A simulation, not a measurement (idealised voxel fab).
Title: Process Module voxel tone inversion
Cross-sectional view cut (width: 250 nm; square cell size: 5 nm).
Cross-section format: a grid of square cells, given as bands from top to bottom; each band is one or more rows of cells.
First you get the band's top height and its bottom height, in nm, and then the materials it's made of, left to right, with each width in nm. If you see a single material with "all across", that one covers the band edge to edge. "empty" is empty space.
Heights are reckoned from 0. Under this level, the received wafer is all of one material. The bottommost band is open-ended downward, for example "0..down".
Top row gets the first number, bottom row gets the second, and each row in between changes by the same step: that is how a band width like "30..40" works.
Step note "no change occurred" = no cross-section cell changed.
The entry "Non-vented voids" lists the empty spaces that cover at least 8 cells and have no open path to the top. Each is written as width x height at distance, where the distance is measured from the left edge and all three values are in nm.
On each step's line, the part that comes after the settings is the simulator's own comment on the step.
The optional step-line setting "overlay nm" applies to steps with a mask and quantifies how far to the right of its planned location the mask lay, a negative value indicating leftward placement.
Here's what the planned process steps look like:
- 1: RECEIVE, material Si
- 2: CONFORMAL_DEP, material SiN, thk nm 10
- 3: DIRECTIONAL_DEP, material polySi, thk nm 25
- 4: PATTERN, tone cover, mask id POSTS, material resist, width nm 15, pitch nm 45, thk nm 35, overlay nm 0
- 5: DIRECTIONAL_ETCH, etch materials polySi, depth nm 25
- 6: STRIP, etch materials resist
- 7: FILL_DEP, material SiO2, thk nm 10
- 8: CMP, height nm 35
- 9: STRIP, etch materials polySi
- 10: CONFORMAL_DEP, material TiN, thk nm 5
- 11: FILL_DEP, material Ru, thk nm 10
- 12: CMP, height nm 35
- 13: CONFORMAL_DEP, material SiN, thk nm 5
Cross-section of the wafer at receipt, which is the condition after step 1:
	0..down  Si all across
	Non-vented voids: none
Below is the wafer in cross-section after the module was completed. It began from the starting point shown above and followed the plan shown above, except that one mistake was made while running it:
	40..35  SiN all across
	35..25  SiO2 all across
	25..0  70 SiO2, 15 polySi, 30 SiO2, 15 polySi, 30 SiO2, 15 polySi, 75 SiO2
	0..down  Si all across
	Non-vented voids: none
It is concluded that the wafer was processed incorrectly with respect to the plan, in that step 2 of the plan did not run at all; it was left out
